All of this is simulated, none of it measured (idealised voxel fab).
You're looking at the process module voxel released beams.
Section shown: cut. Width: 290 nm. Cell size: 5 nm, square.
Think of the cross-section as a grid of square cells. We describe it in bands, top to bottom, and each band covers one or more rows of those cells. Basically the band line says how high the top is and how high the bottom is, in nm, and then what's in it from left to right, every material with its width in nm. Empty space shows up as "blank", and if a single material carries "everywhere" it runs the full band edge to edge. The level at which height equals 0 is the one under which the wafer, as it arrives, is entirely one material. No lower edge exists for the bottom band, which continues downward and is notated as in "0 and below". Width "30->40": first value at the band's top row of cells, second value at its bottom row, equal change from row to row. Where the words "same as before" appear for a step, the cross-section shows no cell changed by that step; every cell remained as before. Enclosed voids (no open way to top), threshold 8 cells or more, entry "Entrapped voids", notation width x height at distance, distance from left edge, nm. Step line, after settings: the simulator's comment on this step. What "overlay nm" on a step's line means: if the step has a mask, that mask lay this far to the right of its planned place, or, when the value is negative, to the left.
Process steps - plan
1. RECEIVE with material Si
2. CONFORMAL_DEP with material SiN, thk nm 5
3. DIRECTIONAL_DEP with material SiO2, thk nm 10
4. DIRECTIONAL_DEP with material aC, thk nm 10
5. PATTERN with tone open, mask id ANCHOR, material resist, width nm 40, thk nm 25, overlay nm 0
6. DIRECTIONAL_ETCH with etch materials aC, depth nm 10
7. STRIP with etch materials resist
8. DIRECTIONAL_ETCH with etch materials SiO2, depth nm 10
9. STRIP with etch materials aC
10. CONFORMAL_DEP with material W, thk nm 15
11. MASKED_ETCH with tone cover, mask id BEAM, width nm 110, etch materials W, depth nm 15, overlay nm 0
12. STRIP with etch materials SiO2
Same starting wafers, different width nm at step 11. Plan value belongs to the first wafer.
Received wafers, first of several: cross-section after step 1
* 0 and below = Si everywhere
* Entrapped voids: none
Basically each wafer gets a line in the table, showing it at the end of the module: material by material, the cells it gained (+) or lost (-) since we got it, then its closed voids
width nm 110, +58 SiN, +78 W, Entrapped voids: none
width nm 115, +58 SiN, +81 W, Entrapped voids: none
width nm 120, +58 SiN, +84 W, Entrapped voids: none
width nm 125, +58 SiN, +87 W, Entrapped voids: none
width nm 130, +58 SiN, +90 W, Entrapped voids: none
width nm 135, +58 SiN, +93 W, Entrapped voids: none
